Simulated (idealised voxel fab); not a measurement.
process module | voxel wiring stack
cross-section cut | 200 nm wide | cells 5 nm
A cross-section is a grid of square cells, given in bands from the top down. A band is one or more rows of cells.
Each band's line starts with the height of the band's top and of its bottom, in nm. Then come its materials from left to right, each with its width in nm. One material with "throughout" fills the band from edge to edge. "air" is empty space.
Height 0 is the level under which the wafer as received is all one material. The lowest band goes on downwards, as in "0 down".
A width such as "30 to 40" changes by the same amount from each row of cells to the next, from the band's top row to its bottom row.
"no change" after a step means that no cell of the cross-section changed.
closed voids: empty space of 8 cells or more with no open way to the top, each as width x height at its distance from the left edge, in nm
after a step's settings: what the simulator itself notes on the step
overlay nm, on a step with a mask: how far to the right of its planned place the mask lay; to the left if negative
plan
1 op RECEIVE | material Si
2 op CONFORMAL_DEP | material SiO2 | thk nm 15
3 op CONFORMAL_DEP | material SiN | thk nm 5
4 op DIRECTIONAL_DEP | material SiO2 | thk nm 15
5 op DIRECTIONAL_DEP | material aC | thk nm 15
6 op PATTERN | tone open | mask id METAL_1 | material resist | width nm 25 | pitch nm 55 | thk nm 30 | overlay nm 0
7 op DIRECTIONAL_ETCH | etch materials aC | depth nm 15
8 op STRIP | etch materials resist
9 op DIRECTIONAL_ETCH | etch materials SiO2 | depth nm 15
10 op DIRECTIONAL_ETCH | etch materials SiN | depth nm 5
11 op STRIP | etch materials aC
12 op CONFORMAL_DEP | material TiN | thk nm 5
13 op FILL_DEP | material Cu | thk nm 5
14 op CMP | height nm 35
15 op EPI | material Ru | thk nm 5
16 op FILL_DEP | material SiCN | thk nm 5
17 op DIRECTIONAL_DEP | material lowk | thk nm 20
18 op DIRECTIONAL_DEP | material aC | thk nm 15
19 op PATTERN | tone open | mask id PLUG_1 | material resist | width nm 15 | pitch nm 110 | thk nm 30 | overlay nm 0
20 op DIRECTIONAL_ETCH | etch materials aC | depth nm 15
21 op STRIP | etch materials resist
22 op DIRECTIONAL_ETCH | etch materials lowk | depth nm 20
23 op DIRECTIONAL_ETCH | etch materials SiCN | depth nm 5
24 op STRIP | etch materials aC
25 op EPI | material Ru | thk nm 10
26 op EPI | material Ru | thk nm 10
27 op EPI | material Ru | thk nm 5
28 op CONFORMAL_DEP | material SiN | thk nm 5
29 op DIRECTIONAL_DEP | material lowk | thk nm 20
30 op MASKED_ETCH | tone open | mask id METAL_2 | width nm 25 | pitch nm 55 | etch materials lowk | depth nm 20 | overlay nm 0
31 op MASKED_ETCH | tone open | mask id METAL_2 | width nm 25 | pitch nm 55 | etch materials SiN | depth nm 5 | overlay nm 0
32 op CONFORMAL_DEP | material TiN | thk nm 5
33 op FILL_DEP | material Ru | thk nm 5
34 op CMP | height nm 90
35 op EPI | material Ru | thk nm 5
36 op FILL_DEP | material SiCN | thk nm 5
37 op DIRECTIONAL_DEP | material lowk | thk nm 30
38 op PATTERN | tone open | mask id METAL_3_HOLES | material resist | width nm 15 | pitch nm 110 | thk nm 15 | overlay nm 0
39 op DIRECTIONAL_ETCH | etch materials lowk | depth nm 30
40 op STRIP | etch materials resist
41 op MASKED_ETCH | tone open | mask id METAL_3 | width nm 25 | pitch nm 55 | etch materials lowk | depth nm 15 | overlay nm 0
42 op MASKED_ETCH | tone open | mask id METAL_3 | width nm 25 | pitch nm 55 | etch materials SiCN | depth nm 5 | overlay nm 0
43 op CONFORMAL_DEP | material TiN | thk nm 5
44 op FILL_DEP | material Cu | thk nm 10
45 op CMP | height nm 130
46 op CONFORMAL_DEP | material SiCN | thk nm 5
47 op DIRECTIONAL_DEP | material SiO2 | thk nm 20
48 op MASKED_ETCH | tone open | mask id PLUG_3 | width nm 15 | pitch nm 110 | etch materials SiO2 | depth nm 20 | overlay nm 0
49 op MASKED_ETCH | tone open | mask id PLUG_3 | width nm 15 | pitch nm 110 | etch materials SiCN | depth nm 5 | overlay nm 0
50 op EPI | material Ru | thk nm 10
51 op EPI | material Ru | thk nm 10
52 op EPI | material Ru | thk nm 5
53 op CONFORMAL_DEP | material SiN | thk nm 5
54 op DIRECTIONAL_DEP | material SiO2 | thk nm 25
55 op PATTERN | tone open | mask id METAL_4 | material resist | width nm 25 | pitch nm 55 | thk nm 20 | overlay nm 0
56 op DIRECTIONAL_ETCH | etch materials SiO2 | depth nm 25
57 op DIRECTIONAL_ETCH | etch materials SiN | depth nm 5
58 op STRIP | etch materials resist
59 op CONFORMAL_DEP | material TiN | thk nm 5
60 op FILL_DEP | material Cu | thk nm 5
61 op CMP | height nm 185
62 op CONFORMAL_DEP | material SiN | thk nm 5
as received, after step 1
  0 down: Si throughout
  closed voids: none
first wafer at the end, as planned
  190 to 185: SiN throughout
  185 to 160: SiO2 30 | TiN 5 | Cu 15 | TiN 5 | SiO2 30 | TiN 5 | Cu 15 | TiN 5 | SiO2 30 | TiN 5 | Cu 15 | TiN 5 | SiO2 35
  160 to 155: SiN 30 | TiN 25 | SiN 30 | TiN 25 | SiN 30 | TiN 25 | SiN 35
  155 to 135: SiO2 30 | Ru 15 | SiO2 95 | Ru 15 | SiO2 45
  135 to 130: SiCN 30 | Ru 15 | SiCN 95 | Ru 15 | SiCN 45
  130 to 120: lowk 30 | TiN 5 | Cu 15 | TiN 5 | lowk 30 | TiN 5 | Cu 15 | TiN 5 | lowk 30 | TiN 5 | Cu 15 | TiN 5 | lowk 35
  120 to 115: lowk 30 | TiN 5 | Cu 5 | TiN 15 | lowk 30 | TiN 25 | lowk 30 | TiN 5 | Cu 5 | TiN 15 | lowk 35
  115 to 100: lowk 30 | TiN 5 | Cu 5 | TiN 5 | lowk 95 | TiN 5 | Cu 5 | TiN 5 | lowk 45
  100 to 95: SiCN 30 | TiN 15 | SiCN 95 | TiN 15 | SiCN 45
  95 to 90: SiCN 25 | Ru 35 | SiCN 20 | Ru 35 | SiCN 20 | Ru 35 | SiCN 30
  90 to 70: lowk 30 | TiN 5 | Ru 15 | TiN 5 | lowk 30 | TiN 5 | Ru 15 | TiN 5 | lowk 30 | TiN 5 | Ru 15 | TiN 5 | lowk 35
  70 to 65: SiN 30 | TiN 25 | SiN 30 | TiN 25 | SiN 30 | TiN 25 | SiN 35
  65 to 45: lowk 30 | Ru 15 | lowk 95 | Ru 15 | lowk 45
  45 to 40: SiCN 30 | Ru 15 | SiCN 95 | Ru 15 | SiCN 45
  40 to 35: SiCN 25 | Ru 35 | SiCN 20 | Ru 35 | SiCN 20 | Ru 35 | SiCN 30
  35 to 20: SiO2 30 | TiN 5 | Cu 15 | TiN 5 | SiO2 30 | TiN 5 | Cu 15 | TiN 5 | SiO2 30 | TiN 5 | Cu 15 | TiN 5 | SiO2 35
  20 to 15: SiN 30 | TiN 25 | SiN 30 | TiN 25 | SiN 30 | TiN 25 | SiN 35
  15 to 0: SiO2 throughout
  0 down: Si throughout
  closed voids: none
second wafer at the end: like start, like plan, one mistake
  190 to 185: SiN throughout
  185 to 160: SiO2 30 | TiN 5 | Cu 15 | TiN 5 | SiO2 30 | TiN 5 | Cu 15 | TiN 5 | SiO2 30 | TiN 5 | Cu 15 | TiN 5 | SiO2 35
  160 to 155: SiN 30 | TiN 25 | SiN 30 | TiN 25 | SiN 30 | TiN 25 | SiN 35
  155 to 135: SiO2 30 | Ru 15 | SiO2 95 | Ru 15 | SiO2 45
  135 to 130: SiCN 30 | Ru 15 | SiCN 95 | Ru 15 | SiCN 45
  130 to 120: lowk 30 | TiN 5 | Cu 15 | TiN 5 | lowk 30 | TiN 5 | Cu 15 | TiN 5 | lowk 30 | TiN 5 | Cu 15 | TiN 5 | lowk 35
  120 to 115: lowk 30 | TiN 5 | Cu 5 | TiN 15 | lowk 30 | TiN 25 | lowk 30 | TiN 5 | Cu 5 | TiN 15 | lowk 35
  115 to 100: lowk 30 | TiN 5 | Cu 5 | TiN 5 | lowk 95 | TiN 5 | Cu 5 | TiN 5 | lowk 45
  100 to 95: SiCN 30 | TiN 15 | SiCN 95 | TiN 15 | SiCN 45
  95 to 90: SiCN 25 | Ru 35 | SiCN 20 | Ru 35 | SiCN 20 | Ru 35 | SiCN 30
  90 to 80: lowk 30 | TiN 5 | Ru 15 | TiN 5 | lowk 30 | TiN 5 | Ru 15 | TiN 5 | lowk 30 | TiN 5 | Ru 15 | TiN 5 | lowk 35
  80 to 75: lowk 15 | SiN 15 | TiN 25 | SiN 5 | lowk 25 | TiN 5 | Ru 15 | TiN 5 | lowk 15 | SiN 15 | TiN 25 | SiN 5 | lowk 30
  75 to 70: lowk 15 | SiN 5 | Ru 35 | SiN 5 | lowk 25 | TiN 5 | Ru 15 | TiN 5 | lowk 15 | SiN 5 | Ru 35 | SiN 5 | lowk 30
  70 to 65: SiN 20 | Ru 35 | SiN 30 | TiN 25 | SiN 20 | Ru 35 | SiN 35
  65 to 45: lowk 30 | Ru 15 | lowk 95 | Ru 15 | lowk 45
  45 to 40: SiCN 30 | Ru 15 | SiCN 95 | Ru 15 | SiCN 45
  40 to 35: SiCN 25 | Ru 35 | SiCN 20 | Ru 35 | SiCN 20 | Ru 35 | SiCN 30
  35 to 20: SiO2 30 | TiN 5 | Cu 15 | TiN 5 | SiO2 30 | TiN 5 | Cu 15 | TiN 5 | SiO2 30 | TiN 5 | Cu 15 | TiN 5 | SiO2 35
  20 to 15: SiN 30 | TiN 25 | SiN 30 | TiN 25 | SiN 30 | TiN 25 | SiN 35
  15 to 0: SiO2 throughout
  0 down: Si throughout
  closed voids: none
what went wrong: one of the steps 25 and 26, which are alike, was run twice
at the end the second wafer has, in cells: 16 more of Ru | 8 more of SiN | 8 fewer of TiN | 16 fewer of lowk
